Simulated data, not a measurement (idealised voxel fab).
process module | voxel gate over fins
cross-section cut | 280 nm wide | cells 5 nm
A cross-section is a grid of square cells, given in bands from the top down. A band is one or more rows of cells.
Each band's line starts with the height of the band's top and of its bottom, in nm. Then come its materials from left to right, each with its width in nm. One material with "throughout" fills the band from edge to edge. "air" is empty space.
Height 0 is the level under which the wafer as received is all one material. The lowest band goes on downwards, as in "0 down".
A width such as "30 to 40" changes by the same amount from each row of cells to the next, from the band's top row to its bottom row.
"no change" after a step means that no cell of the cross-section changed.
closed voids: empty space of 8 cells or more with no open way to the top, each as width x height at its distance from the left edge, in nm
after a step's settings: what the simulator itself notes on the step
overlay nm, on a step with a mask: how far to the right of its planned place the mask lay; to the left if negative
Each pair below shows a cross-section before one step and the cross-section after it, down to the lowest band that changed. The line under each pair gives the step between them, with its settings. The pairs can come from different runs of this module on the same starting wafer, so a pair continues from the pair above only where its "before" says so.
before
  0 down: Si throughout
  closed voids: none
after
  5 to 0: SiN throughout
  below 0: unchanged
  closed voids: none
the step between: op CONFORMAL_DEP | material SiN | thk nm 5
before: the cross-section after the pair above
after
  20 to 5: air 95 | resist 15 | air 20 | resist 15 | air 20 | resist 15 | air 100
  below 5: unchanged
  closed voids: none
the step between: op PATTERN | tone cover | mask id FINS | material resist | width nm 15 | pitch nm 35 | thk nm 15 | overlay nm 0
before: the cross-section after the pair above
after
  20 to 5: air 95 | resist 15 | air 20 | resist 15 | air 20 | resist 15 | air 100
  5 to 0: air 95 | SiN 15 | air 20 | SiN 15 | air 20 | SiN 15 | air 100
  below 0: unchanged
  closed voids: none
the step between: op DIRECTIONAL_ETCH | etch materials SiN | depth nm 5
before: the cross-section after the pair above
after
  20 to 5: air 95 | resist 15 | air 20 | resist 15 | air 20 | resist 15 | air 100
  5 to 0: air 95 | SiN 15 | air 20 | SiN 15 | air 20 | SiN 15 | air 100
  0 to -40: air 95 | Si 15 | air 20 | Si 15 | air 20 | Si 15 | air 100
  below -40: unchanged
  closed voids: none
the step between: op DIRECTIONAL_ETCH | etch materials Si | depth nm 40
before: the cross-section after the pair above
after
  5 to 0: air 95 | SiN 15 | air 20 | SiN 15 | air 20 | SiN 15 | air 100
  below 0: unchanged
  closed voids: none
the step between: op STRIP | etch materials resist
before: the cross-section after the pair above
after
  5 to 0: air 95 | SiN 15 | air 20 | SiN 15 | air 20 | SiN 15 | air 100
  0 to -40: air 95 | SiO2 5 | Si 5 | SiO2 5 | air 20 | SiO2 5 | Si 5 | SiO2 5 | air 20 | SiO2 5 | Si 5 | SiO2 5 | air 100
  -40 to -45: SiO2 100 | Si 5 | SiO2 30 | Si 5 | SiO2 30 | Si 5 | SiO2 105
  below -45: unchanged
  closed voids: none
the step between: op OXIDIZE | depth nm 5
before: the cross-section after the pair above
after
  20 to 5: SiO2 throughout
  5 to 0: SiO2 95 | SiN 15 | SiO2 20 | SiN 15 | SiO2 20 | SiN 15 | SiO2 100
  0 to -45: SiO2 100 | Si 5 | SiO2 30 | Si 5 | SiO2 30 | Si 5 | SiO2 105
  below -45: unchanged
  closed voids: none
the step between: op FILL_DEP | material SiO2 | thk nm 15
before: the cross-section after the pair above
after
  5 to 0: SiO2 95 | SiN 15 | SiO2 20 | SiN 15 | SiO2 20 | SiN 15 | SiO2 100
  below 0: unchanged
  closed voids: none
the step between: op CMP | height nm 5
before: the cross-section after the pair above
after
  5 to 0: air 95 | SiN 15 | air 20 | SiN 15 | air 20 | SiN 15 | air 100
  0 to -10: air 100 | Si 5 | air 30 | Si 5 | air 30 | Si 5 | air 105
  below -10: unchanged
  closed voids: none
the step between: op SELECTIVE_ETCH | etch materials SiO2 | depth nm 15
before: the cross-section after the pair above
after
  0 to -10: air 100 | Si 5 | air 30 | Si 5 | air 30 | Si 5 | air 105
  below -10: unchanged
  closed voids: none
the step between: op STRIP | etch materials SiN
before: the cross-section after the pair above
after
  5 to 0: air 95 | HfO2 15 | air 20 | HfO2 15 | air 20 | HfO2 15 | air 100
  0 to -5: air 95 | HfO2 5 | Si 5 | HfO2 5 | air 20 | HfO2 5 | Si 5 | HfO2 5 | air 20 | HfO2 5 | Si 5 | HfO2 5 | air 100
  -5 to -10: HfO2 100 | Si 5 | HfO2 30 | Si 5 | HfO2 30 | Si 5 | HfO2 105
  below -10: unchanged
  closed voids: none
the step between: op CONFORMAL_DEP | material HfO2 | thk nm 5
before: the cross-section after the pair above
after
  10 to 5: air 90 | TiN 25 | air 10 | TiN 25 | air 10 | TiN 25 | air 95
  5 to 0: air 90 | TiN 5 | HfO2 15 | TiN 5 | air 10 | TiN 5 | HfO2 15 | TiN 5 | air 10 | TiN 5 | HfO2 15 | TiN 5 | air 95
  0 to -5: TiN 95 | HfO2 5 | Si 5 | HfO2 5 | TiN 20 | HfO2 5 | Si 5 | HfO2 5 | TiN 20 | HfO2 5 | Si 5 | HfO2 5 | TiN 100
  below -5: unchanged
  closed voids: none
the step between: op CONFORMAL_DEP | material TiN | thk nm 5
before: the cross-section after the pair above
after
  15 to 10: air 85 | TiAl 105 | air 90
  10 to 5: air 85 | TiAl 5 | TiN 25 | TiAl 10 | TiN 25 | TiAl 10 | TiN 25 | TiAl 5 | air 90
  5 to 0: TiAl 90 | TiN 5 | HfO2 15 | TiN 5 | TiAl 10 | TiN 5 | HfO2 15 | TiN 5 | TiAl 10 | TiN 5 | HfO2 15 | TiN 5 | TiAl 95
  below 0: unchanged
  closed voids: none
the step between: op CONFORMAL_DEP | material TiAl | thk nm 5
before: the cross-section after the pair above
after
  20 to 15: air 80 | TiN 115 | air 85
  15 to 10: air 80 | TiN 5 | TiAl 105 | TiN 5 | air 85
  10 to 5: TiN 85 | TiAl 5 | TiN 25 | TiAl 10 | TiN 25 | TiAl 10 | TiN 25 | TiAl 5 | TiN 90
  below 5: unchanged
  closed voids: none
the step between: op CONFORMAL_DEP | material TiN | thk nm 5
before: the cross-section after the pair above
after
  30 to 20: W throughout
  20 to 15: W 80 | TiN 115 | W 85
  15 to 10: W 80 | TiN 5 | TiAl 105 | TiN 5 | W 85
  below 10: unchanged
  closed voids: none
the step between: op FILL_DEP | material W | thk nm 10
before: the cross-section after the pair above
after
  25 to 20: W throughout
  below 20: unchanged
  closed voids: none
the step between: op CMP | height nm 25
before: the cross-section after the pair above
after
  35 to 25: SiN throughout
  below 25: unchanged
  closed voids: none
the step between: op CONFORMAL_DEP | material SiN | thk nm 10
before
  10 to 5: air 90 | TiN 25 | air 10 | TiN 25 | air 10 | TiN 25 | air 95
  5 to 0: air 90 | TiN 5 | HfO2 15 | TiN 5 | air 10 | TiN 5 | HfO2 15 | TiN 5 | air 10 | TiN 5 | HfO2 15 | TiN 5 | air 95
  0 to -5: TiN 95 | HfO2 5 | Si 5 | HfO2 5 | TiN 20 | HfO2 5 | Si 5 | HfO2 5 | TiN 20 | HfO2 5 | Si 5 | HfO2 5 | TiN 100
  -5 to -10: HfO2 100 | Si 5 | HfO2 30 | Si 5 | HfO2 30 | Si 5 | HfO2 105
  -10 to -45: SiO2 100 | Si 5 | SiO2 30 | Si 5 | SiO2 30 | Si 5 | SiO2 105
  -45 down: Si throughout
  closed voids: none
after
  15 to 5: air 85 | TiN 105 | air 90
  5 to 0: TiN 95 | HfO2 15 | TiN 20 | HfO2 15 | TiN 20 | HfO2 15 | TiN 100
  below 0: unchanged
  closed voids: none
the step between: op CONFORMAL_DEP | material TiN | thk nm 5
before: the cross-section after the pair above
after
  25 to 15: W throughout
  15 to 5: W 85 | TiN 105 | W 90
  below 5: unchanged
  closed voids: none
the step between: op FILL_DEP | material W | thk nm 10
before: the cross-section after the pair above
after
  35 to 25: SiN throughout
  below 25: unchanged
  closed voids: none
the step between: op CONFORMAL_DEP | material SiN | thk nm 10
before
  5 to 0: air 95 | SiN 15 | air 20 | SiN 15 | air 20 | SiN 15 | air 100
  0 to -10: air 100 | Si 5 | air 30 | Si 5 | air 30 | Si 5 | air 105
  -10 to -45: SiO2 100 | Si 5 | SiO2 30 | Si 5 | SiO2 30 | Si 5 | SiO2 105
  -45 down: Si throughout
  closed voids: none
after
  5 to 0: air 95 | SiN 15 | air 20 | SiN 15 | air 20 | SiN 15 | air 100
  0 to -25: air 100 | Si 5 | air 30 | Si 5 | air 30 | Si 5 | air 105
  below -25: unchanged
  closed voids: none
the step between: op SELECTIVE_ETCH | etch materials SiO2 | depth nm 15
before: the cross-section after the pair above
after
  0 to -25: air 100 | Si 5 | air 30 | Si 5 | air 30 | Si 5 | air 105
  below -25: unchanged
  closed voids: none
the step between: op STRIP | etch materials SiN
before: the cross-section after the pair above
after
  5 to 0: air 95 | HfO2 15 | air 20 | HfO2 15 | air 20 | HfO2 15 | air 100
  0 to -20: air 95 | HfO2 5 | Si 5 | HfO2 5 | air 20 | HfO2 5 | Si 5 | HfO2 5 | air 20 | HfO2 5 | Si 5 | HfO2 5 | air 100
  -20 to -25: HfO2 100 | Si 5 | HfO2 30 | Si 5 | HfO2 30 | Si 5 | HfO2 105
  below -25: unchanged
  closed voids: none
the step between: op CONFORMAL_DEP | material HfO2 | thk nm 5
before: the cross-section after the pair above
after
  10 to 5: air 90 | TiN 25 | air 10 | TiN 25 | air 10 | TiN 25 | air 95
  5 to 0: air 90 | TiN 5 | HfO2 15 | TiN 5 | air 10 | TiN 5 | HfO2 15 | TiN 5 | air 10 | TiN 5 | HfO2 15 | TiN 5 | air 95
  0 to -15: air 90 | TiN 5 | HfO2 5 | Si 5 | HfO2 5 | TiN 5 | air 10 | TiN 5 | HfO2 5 | Si 5 | HfO2 5 | TiN 5 | air 10 | TiN 5 | HfO2 5 | Si 5 | HfO2 5 | TiN 5 | air 95
  -15 to -20: TiN 95 | HfO2 5 | Si 5 | HfO2 5 | TiN 20 | HfO2 5 | Si 5 | HfO2 5 | TiN 20 | HfO2 5 | Si 5 | HfO2 5 | TiN 100
  below -20: unchanged
  closed voids: none
the step between: op CONFORMAL_DEP | material TiN | thk nm 5
before: the cross-section after the pair above
after
  15 to 10: air 85 | TiAl 105 | air 90
  10 to 5: air 85 | TiAl 5 | TiN 25 | TiAl 10 | TiN 25 | TiAl 10 | TiN 25 | TiAl 5 | air 90
  5 to 0: air 85 | TiAl 5 | TiN 5 | HfO2 15 | TiN 5 | TiAl 10 | TiN 5 | HfO2 15 | TiN 5 | TiAl 10 | TiN 5 | HfO2 15 | TiN 5 | TiAl 5 | air 90
  0 to -10: air 85 | TiAl 5 | TiN 5 | HfO2 5 | Si 5 | HfO2 5 | TiN 5 | TiAl 10 | TiN 5 | HfO2 5 | Si 5 | HfO2 5 | TiN 5 | TiAl 10 | TiN 5 | HfO2 5 | Si 5 | HfO2 5 | TiN 5 | TiAl 5 | air 90
  -10 to -15: TiAl 90 | TiN 5 | HfO2 5 | Si 5 | HfO2 5 | TiN 5 | TiAl 10 | TiN 5 | HfO2 5 | Si 5 | HfO2 5 | TiN 5 | TiAl 10 | TiN 5 | HfO2 5 | Si 5 | HfO2 5 | TiN 5 | TiAl 95
  below -15: unchanged
  closed voids: none
the step between: op CONFORMAL_DEP | material TiAl | thk nm 5
before: the cross-section after the pair above
after
  20 to 15: air 80 | TiN 115 | air 85
  15 to 10: air 80 | TiN 5 | TiAl 105 | TiN 5 | air 85
  10 to 5: air 80 | TiN 5 | TiAl 5 | TiN 25 | TiAl 10 | TiN 25 | TiAl 10 | TiN 25 | TiAl 5 | TiN 5 | air 85
  5 to 0: air 80 | TiN 5 | TiAl 5 | TiN 5 | HfO2 15 | TiN 5 | TiAl 10 | TiN 5 | HfO2 15 | TiN 5 | TiAl 10 | TiN 5 | HfO2 15 | TiN 5 | TiAl 5 | TiN 5 | air 85
  0 to -5: air 80 | TiN 5 | TiAl 5 | TiN 5 | HfO2 5 | Si 5 | HfO2 5 | TiN 5 | TiAl 10 | TiN 5 | HfO2 5 | Si 5 | HfO2 5 | TiN 5 | TiAl 10 | TiN 5 | HfO2 5 | Si 5 | HfO2 5 | TiN 5 | TiAl 5 | TiN 5 | air 85
  -5 to -10: TiN 85 | TiAl 5 | TiN 5 | HfO2 5 | Si 5 | HfO2 5 | TiN 5 | TiAl 10 | TiN 5 | HfO2 5 | Si 5 | HfO2 5 | TiN 5 | TiAl 10 | TiN 5 | HfO2 5 | Si 5 | HfO2 5 | TiN 5 | TiAl 5 | TiN 90
  below -10: unchanged
  closed voids: none
the step between: op CONFORMAL_DEP | material TiN | thk nm 5
before: the cross-section after the pair above
after
  30 to 20: W throughout
  20 to 15: W 80 | TiN 115 | W 85
  15 to 10: W 80 | TiN 5 | TiAl 105 | TiN 5 | W 85
  10 to 5: W 80 | TiN 5 | TiAl 5 | TiN 25 | TiAl 10 | TiN 25 | TiAl 10 | TiN 25 | TiAl 5 | TiN 5 | W 85
  5 to 0: W 80 | TiN 5 | TiAl 5 | TiN 5 | HfO2 15 | TiN 5 | TiAl 10 | TiN 5 | HfO2 15 | TiN 5 | TiAl 10 | TiN 5 | HfO2 15 | TiN 5 | TiAl 5 | TiN 5 | W 85
  0 to -5: W 80 | TiN 5 | TiAl 5 | TiN 5 | HfO2 5 | Si 5 | HfO2 5 | TiN 5 | TiAl 10 | TiN 5 | HfO2 5 | Si 5 | HfO2 5 | TiN 5 | TiAl 10 | TiN 5 | HfO2 5 | Si 5 | HfO2 5 | TiN 5 | TiAl 5 | TiN 5 | W 85
  below -5: unchanged
  closed voids: none
the step between: op FILL_DEP | material W | thk nm 10
before: the cross-section after the pair above
after
  25 to 20: W throughout
  below 20: unchanged
  closed voids: none
the step between: op CMP | height nm 25
before: the cross-section after the pair above
after
  35 to 25: SiN throughout
  below 25: unchanged
  closed voids: none
the step between: op CONFORMAL_DEP | material SiN | thk nm 10
before
  5 to 0: air 95 | HfO2 15 | air 20 | HfO2 15 | air 20 | HfO2 15 | air 100
  0 to -5: air 95 | HfO2 5 | Si 5 | HfO2 5 | air 20 | HfO2 5 | Si 5 | HfO2 5 | air 20 | HfO2 5 | Si 5 | HfO2 5 | air 100
  -5 to -10: HfO2 100 | Si 5 | HfO2 30 | Si 5 | HfO2 30 | Si 5 | HfO2 105
  -10 to -45: SiO2 100 | Si 5 | SiO2 30 | Si 5 | SiO2 30 | Si 5 | SiO2 105
  -45 down: Si throughout
  closed voids: none
after
  10 to 5: air 90 | TiAl 25 | air 10 | TiAl 25 | air 10 | TiAl 25 | air 95
  5 to 0: air 90 | TiAl 5 | HfO2 15 | TiAl 5 | air 10 | TiAl 5 | HfO2 15 | TiAl 5 | air 10 | TiAl 5 | HfO2 15 | TiAl 5 | air 95
  0 to -5: TiAl 95 | HfO2 5 | Si 5 | HfO2 5 | TiAl 20 | HfO2 5 | Si 5 | HfO2 5 | TiAl 20 | HfO2 5 | Si 5 | HfO2 5 | TiAl 100
  below -5: unchanged
  closed voids: none
the step between: op CONFORMAL_DEP | material TiAl | thk nm 5
before: the cross-section after the pair above
after
  15 to 10: air 85 | TiN 105 | air 90
  10 to 5: air 85 | TiN 5 | TiAl 25 | TiN 10 | TiAl 25 | TiN 10 | TiAl 25 | TiN 5 | air 90
  5 to 0: TiN 90 | TiAl 5 | HfO2 15 | TiAl 5 | TiN 10 | TiAl 5 | HfO2 15 | TiAl 5 | TiN 10 | TiAl 5 | HfO2 15 | TiAl 5 | TiN 95
  below 0: unchanged
  closed voids: none
the step between: op CONFORMAL_DEP | material TiN | thk nm 5
before: the cross-section after the pair above
after
  20 to 10: air 80 | TiN 115 | air 85
  10 to 5: TiN 90 | TiAl 25 | TiN 10 | TiAl 25 | TiN 10 | TiAl 25 | TiN 95
  below 5: unchanged
  closed voids: none
the step between: op CONFORMAL_DEP | material TiN | thk nm 5
before: the cross-section after the pair above
after
  30 to 20: W throughout
  20 to 10: W 80 | TiN 115 | W 85
  below 10: unchanged
  closed voids: none
the step between: op FILL_DEP | material W | thk nm 10
before: the cross-section after the pair above
after
  25 to 20: W throughout
  below 20: unchanged
  closed voids: none
the step between: op CMP | height nm 25
before: the cross-section after the pair above
after
  35 to 25: SiN throughout
  below 25: unchanged
  closed voids: none
the step between: op CONFORMAL_DEP | material SiN | thk nm 10
before
  25 to 20: W throughout
  20 to 15: W 80 | TiN 115 | W 85
  15 to 10: W 80 | TiN 5 | TiAl 105 | TiN 5 | W 85
  10 to 5: TiN 85 | TiAl 5 | TiN 25 | TiAl 10 | TiN 25 | TiAl 10 | TiN 25 | TiAl 5 | TiN 90
  5 to 0: TiAl 90 | TiN 5 | HfO2 15 | TiN 5 | TiAl 10 | TiN 5 | HfO2 15 | TiN 5 | TiAl 10 | TiN 5 | HfO2 15 | TiN 5 | TiAl 95
  0 to -5: TiN 95 | HfO2 5 | Si 5 | HfO2 5 | TiN 20 | HfO2 5 | Si 5 | HfO2 5 | TiN 20 | HfO2 5 | Si 5 | HfO2 5 | TiN 100
  -5 to -10: HfO2 100 | Si 5 | HfO2 30 | Si 5 | HfO2 30 | Si 5 | HfO2 105
  -10 to -45: SiO2 100 | Si 5 | SiO2 30 | Si 5 | SiO2 30 | Si 5 | SiO2 105
  -45 down: Si throughout
  closed voids: none
after
  40 to 25: SiN throughout
  below 25: unchanged
  closed voids: none
the step between: op CONFORMAL_DEP | material SiN | thk nm 15
before
  5 to 0: SiN throughout
  0 down: Si throughout
  closed voids: none
after
  20 to 5: air 95 | resist 20 | air 15 | resist 20 | air 15 | resist 20 | air 95
  below 5: unchanged
  closed voids: none
the step between: op PATTERN | tone cover | mask id FINS | material resist | width nm 20 | pitch nm 35 | thk nm 15 | overlay nm 0
before: the cross-section after the pair above
after
  20 to 5: air 95 | resist 20 | air 15 | resist 20 | air 15 | resist 20 | air 95
  5 to 0: air 95 | SiN 20 | air 15 | SiN 20 | air 15 | SiN 20 | air 95
  below 0: unchanged
  closed voids: none
the step between: op DIRECTIONAL_ETCH | etch materials SiN | depth nm 5
before: the cross-section after the pair above
after
  20 to 5: air 95 | resist 20 | air 15 | resist 20 | air 15 | resist 20 | air 95
  5 to 0: air 95 | SiN 20 | air 15 | SiN 20 | air 15 | SiN 20 | air 95
  0 to -40: air 95 | Si 20 | air 15 | Si 20 | air 15 | Si 20 | air 95
  below -40: unchanged
  closed voids: none
the step between: op DIRECTIONAL_ETCH | etch materials Si | depth nm 40
before: the cross-section after the pair above
after
  5 to 0: air 95 | SiN 20 | air 15 | SiN 20 | air 15 | SiN 20 | air 95
  below 0: unchanged
  closed voids: none
the step between: op STRIP | etch materials resist
before: the cross-section after the pair above
after
  5 to 0: air 95 | SiN 20 | air 15 | SiN 20 | air 15 | SiN 20 | air 95
  0 to -40: air 95 | SiO2 5 | Si 10 | SiO2 5 | air 15 | SiO2 5 | Si 10 | SiO2 5 | air 15 | SiO2 5 | Si 10 | SiO2 5 | air 95
  -40 to -45: SiO2 100 | Si 10 | SiO2 25 | Si 10 | SiO2 25 | Si 10 | SiO2 100
  below -45: unchanged
  closed voids: none
the step between: op OXIDIZE | depth nm 5
before: the cross-section after the pair above
after
  20 to 5: SiO2 throughout
  5 to 0: SiO2 95 | SiN 20 | SiO2 15 | SiN 20 | SiO2 15 | SiN 20 | SiO2 95
  0 to -45: SiO2 100 | Si 10 | SiO2 25 | Si 10 | SiO2 25 | Si 10 | SiO2 100
  below -45: unchanged
  closed voids: none
the step between: op FILL_DEP | material SiO2 | thk nm 15
before: the cross-section after the pair above
after
  5 to 0: SiO2 95 | SiN 20 | SiO2 15 | SiN 20 | SiO2 15 | SiN 20 | SiO2 95
  below 0: unchanged
  closed voids: none
the step between: op CMP | height nm 5
before: the cross-section after the pair above
after
  5 to 0: air 95 | SiN 20 | air 15 | SiN 20 | air 15 | SiN 20 | air 95
  0 to -10: air 100 | Si 10 | air 25 | Si 10 | air 25 | Si 10 | air 100
  below -10: unchanged
  closed voids: none
the step between: op SELECTIVE_ETCH | etch materials SiO2 | depth nm 15
before: the cross-section after the pair above
after
  0 to -10: air 100 | Si 10 | air 25 | Si 10 | air 25 | Si 10 | air 100
  below -10: unchanged
  closed voids: none
the step between: op STRIP | etch materials SiN
before: the cross-section after the pair above
after
  5 to 0: air 95 | HfO2 20 | air 15 | HfO2 20 | air 15 | HfO2 20 | air 95
  0 to -5: air 95 | HfO2 5 | Si 10 | HfO2 5 | air 15 | HfO2 5 | Si 10 | HfO2 5 | air 15 | HfO2 5 | Si 10 | HfO2 5 | air 95
  -5 to -10: HfO2 100 | Si 10 | HfO2 25 | Si 10 | HfO2 25 | Si 10 | HfO2 100
  below -10: unchanged
  closed voids: none
the step between: op CONFORMAL_DEP | material HfO2 | thk nm 5
before: the cross-section after the pair above
after
  10 to 5: air 90 | TiN 30 | air 5 | TiN 30 | air 5 | TiN 30 | air 90
  5 to 0: air 90 | TiN 5 | HfO2 20 | TiN 5 | air 5 | TiN 5 | HfO2 20 | TiN 5 | air 5 | TiN 5 | HfO2 20 | TiN 5 | air 90
  0 to -5: TiN 95 | HfO2 5 | Si 10 | HfO2 5 | TiN 15 | HfO2 5 | Si 10 | HfO2 5 | TiN 15 | HfO2 5 | Si 10 | HfO2 5 | TiN 95
  below -5: unchanged
  closed voids: none
the step between: op CONFORMAL_DEP | material TiN | thk nm 5
before: the cross-section after the pair above
after
  15 to 10: air 85 | TiAl 110 | air 85
  10 to 5: air 85 | TiAl 5 | TiN 30 | TiAl 5 | TiN 30 | TiAl 5 | TiN 30 | TiAl 5 | air 85
  5 to 0: TiAl 90 | TiN 5 | HfO2 20 | TiN 5 | TiAl 5 | TiN 5 | HfO2 20 | TiN 5 | TiAl 5 | TiN 5 | HfO2 20 | TiN 5 | TiAl 90
  below 0: unchanged
  closed voids: none
the step between: op CONFORMAL_DEP | material TiAl | thk nm 5
before: the cross-section after the pair above
after
  20 to 15: air 80 | TiN 120 | air 80
  15 to 10: air 80 | TiN 5 | TiAl 110 | TiN 5 | air 80
  10 to 5: TiN 85 | TiAl 5 | TiN 30 | TiAl 5 | TiN 30 | TiAl 5 | TiN 30 | TiAl 5 | TiN 85
  below 5: unchanged
  closed voids: none
the step between: op CONFORMAL_DEP | material TiN | thk nm 5
before: the cross-section after the pair above
after
  30 to 20: W throughout
  20 to 15: W 80 | TiN 120 | W 80
  15 to 10: W 80 | TiN 5 | TiAl 110 | TiN 5 | W 80
  below 10: unchanged
  closed voids: none
the step between: op FILL_DEP | material W | thk nm 10
before: the cross-section after the pair above
after
  25 to 20: W throughout
  below 20: unchanged
  closed voids: none
the step between: op CMP | height nm 25
before: the cross-section after the pair above
after
  35 to 25: SiN throughout
  below 25: unchanged
  closed voids: none
the step between: op CONFORMAL_DEP | material SiN | thk nm 10
before
  5 to 0: SiN throughout
  0 down: Si throughout
  closed voids: none
after
  20 to 5: air 90 | resist 15 | air 20 | resist 15 | air 20 | resist 15 | air 105
  below 5: unchanged
  closed voids: none
the step between: op PATTERN | tone cover | mask id FINS | material resist | width nm 15 | pitch nm 35 | thk nm 15 | overlay nm -5
before: the cross-section after the pair above
after
  20 to 5: air 90 | resist 15 | air 20 | resist 15 | air 20 | resist 15 | air 105
  5 to 0: air 90 | SiN 15 | air 20 | SiN 15 | air 20 | SiN 15 | air 105
  below 0: unchanged
  closed voids: none
the step between: op DIRECTIONAL_ETCH | etch materials SiN | depth nm 5
before: the cross-section after the pair above
after
  20 to 5: air 90 | resist 15 | air 20 | resist 15 | air 20 | resist 15 | air 105
  5 to 0: air 90 | SiN 15 | air 20 | SiN 15 | air 20 | SiN 15 | air 105
  0 to -40: air 90 | Si 15 | air 20 | Si 15 | air 20 | Si 15 | air 105
  below -40: unchanged
  closed voids: none
the step between: op DIRECTIONAL_ETCH | etch materials Si | depth nm 40
before: the cross-section after the pair above
after
  5 to 0: air 90 | SiN 15 | air 20 | SiN 15 | air 20 | SiN 15 | air 105
  below 0: unchanged
  closed voids: none
the step between: op STRIP | etch materials resist
before: the cross-section after the pair above
after
  5 to 0: air 90 | SiN 15 | air 20 | SiN 15 | air 20 | SiN 15 | air 105
  0 to -40: air 90 | SiO2 5 | Si 5 | SiO2 5 | air 20 | SiO2 5 | Si 5 | SiO2 5 | air 20 | SiO2 5 | Si 5 | SiO2 5 | air 105
  -40 to -45: SiO2 95 | Si 5 | SiO2 30 | Si 5 | SiO2 30 | Si 5 | SiO2 110
  below -45: unchanged
  closed voids: none
the step between: op OXIDIZE | depth nm 5
before: the cross-section after the pair above
after
  20 to 5: SiO2 throughout
  5 to 0: SiO2 90 | SiN 15 | SiO2 20 | SiN 15 | SiO2 20 | SiN 15 | SiO2 105
  0 to -45: SiO2 95 | Si 5 | SiO2 30 | Si 5 | SiO2 30 | Si 5 | SiO2 110
  below -45: unchanged
  closed voids: none
the step between: op FILL_DEP | material SiO2 | thk nm 15
before: the cross-section after the pair above
after
  5 to 0: SiO2 90 | SiN 15 | SiO2 20 | SiN 15 | SiO2 20 | SiN 15 | SiO2 105
  below 0: unchanged
  closed voids: none
the step between: op CMP | height nm 5
before: the cross-section after the pair above
after
  5 to 0: air 90 | SiN 15 | air 20 | SiN 15 | air 20 | SiN 15 | air 105
  0 to -10: air 95 | Si 5 | air 30 | Si 5 | air 30 | Si 5 | air 110
  below -10: unchanged
  closed voids: none
the step between: op SELECTIVE_ETCH | etch materials SiO2 | depth nm 15
before: the cross-section after the pair above
after
  0 to -10: air 95 | Si 5 | air 30 | Si 5 | air 30 | Si 5 | air 110
  below -10: unchanged
  closed voids: none
the step between: op STRIP | etch materials SiN
before: the cross-section after the pair above
after
  5 to 0: air 90 | HfO2 15 | air 20 | HfO2 15 | air 20 | HfO2 15 | air 105
  0 to -5: air 90 | HfO2 5 | Si 5 | HfO2 5 | air 20 | HfO2 5 | Si 5 | HfO2 5 | air 20 | HfO2 5 | Si 5 | HfO2 5 | air 105
  -5 to -10: HfO2 95 | Si 5 | HfO2 30 | Si 5 | HfO2 30 | Si 5 | HfO2 110
  below -10: unchanged
  closed voids: none
the step between: op CONFORMAL_DEP | material HfO2 | thk nm 5
before: the cross-section after the pair above
after
  10 to 5: air 85 | TiN 25 | air 10 | TiN 25 | air 10 | TiN 25 | air 100
  5 to 0: air 85 | TiN 5 | HfO2 15 | TiN 5 | air 10 | TiN 5 | HfO2 15 | TiN 5 | air 10 | TiN 5 | HfO2 15 | TiN 5 | air 100
  0 to -5: TiN 90 | HfO2 5 | Si 5 | HfO2 5 | TiN 20 | HfO2 5 | Si 5 | HfO2 5 | TiN 20 | HfO2 5 | Si 5 | HfO2 5 | TiN 105
  below -5: unchanged
  closed voids: none
the step between: op CONFORMAL_DEP | material TiN | thk nm 5
before: the cross-section after the pair above
after
  15 to 10: air 80 | TiAl 105 | air 95
  10 to 5: air 80 | TiAl 5 | TiN 25 | TiAl 10 | TiN 25 | TiAl 10 | TiN 25 | TiAl 5 | air 95
  5 to 0: TiAl 85 | TiN 5 | HfO2 15 | TiN 5 | TiAl 10 | TiN 5 | HfO2 15 | TiN 5 | TiAl 10 | TiN 5 | HfO2 15 | TiN 5 | TiAl 100
  below 0: unchanged
  closed voids: none
the step between: op CONFORMAL_DEP | material TiAl | thk nm 5
before: the cross-section after the pair above
after
  20 to 15: air 75 | TiN 115 | air 90
  15 to 10: air 75 | TiN 5 | TiAl 105 | TiN 5 | air 90
  10 to 5: TiN 80 | TiAl 5 | TiN 25 | TiAl 10 | TiN 25 | TiAl 10 | TiN 25 | TiAl 5 | TiN 95
  below 5: unchanged
  closed voids: none
the step between: op CONFORMAL_DEP | material TiN | thk nm 5
before: the cross-section after the pair above
after
  30 to 20: W throughout
  20 to 15: W 75 | TiN 115 | W 90
  15 to 10: W 75 | TiN 5 | TiAl 105 | TiN 5 | W 90
  below 10: unchanged
  closed voids: none
the step between: op FILL_DEP | material W | thk nm 10
before: the cross-section after the pair above
after
  25 to 20: W throughout
  below 20: unchanged
  closed voids: none
the step between: op CMP | height nm 25
before: the cross-section after the pair above
after
  35 to 25: SiN throughout
  below 25: unchanged
  closed voids: none
the step between: op CONFORMAL_DEP | material SiN | thk nm 10
before
  10 to 5: air 90 | TiAl 25 | air 10 | TiAl 25 | air 10 | TiAl 25 | air 95
  5 to 0: air 90 | TiAl 5 | HfO2 15 | TiAl 5 | air 10 | TiAl 5 | HfO2 15 | TiAl 5 | air 10 | TiAl 5 | HfO2 15 | TiAl 5 | air 95
  0 to -5: TiAl 95 | HfO2 5 | Si 5 | HfO2 5 | TiAl 20 | HfO2 5 | Si 5 | HfO2 5 | TiAl 20 | HfO2 5 | Si 5 | HfO2 5 | TiAl 100
  -5 to -10: HfO2 100 | Si 5 | HfO2 30 | Si 5 | HfO2 30 | Si 5 | HfO2 105
  -10 to -45: SiO2 100 | Si 5 | SiO2 30 | Si 5 | SiO2 30 | Si 5 | SiO2 105
  -45 down: Si throughout
  closed voids: none
after
  15 to 5: air 85 | TiAl 105 | air 90
  5 to 0: TiAl 95 | HfO2 15 | TiAl 20 | HfO2 15 | TiAl 20 | HfO2 15 | TiAl 100
  below 0: unchanged
  closed voids: none
the step between: op CONFORMAL_DEP | material TiAl | thk nm 5
before: the cross-section after the pair above
after
  20 to 15: air 80 | TiN 115 | air 85
  15 to 10: air 80 | TiN 5 | TiAl 105 | TiN 5 | air 85
  10 to 5: TiN 85 | TiAl 105 | TiN 90
  below 5: unchanged
  closed voids: none
the step between: op CONFORMAL_DEP | material TiN | thk nm 5
before: the cross-section after the pair above
after
  30 to 20: W throughout
  20 to 15: W 80 | TiN 115 | W 85
  15 to 10: W 80 | TiN 5 | TiAl 105 | TiN 5 | W 85
  below 10: unchanged
  closed voids: none
the step between: op FILL_DEP | material W | thk nm 10
before: the cross-section after the pair above
after
  25 to 20: W throughout
  below 20: unchanged
  closed voids: none
the step between: op CMP | height nm 25
before: the cross-section after the pair above
after
  35 to 25: SiN throughout
  below 25: unchanged
  closed voids: none
the step between: op CONFORMAL_DEP | material SiN | thk nm 10
before
  5 to 0: SiN throughout
  0 down: Si throughout
  closed voids: none
after
  20 to 5: resist 95 | air 15 | resist 20 | air 15 | resist 20 | air 15 | resist 100
  below 5: unchanged
  closed voids: none
the step between: op PATTERN | tone open | mask id FINS | material resist | width nm 15 | pitch nm 35 | thk nm 15 | overlay nm 0
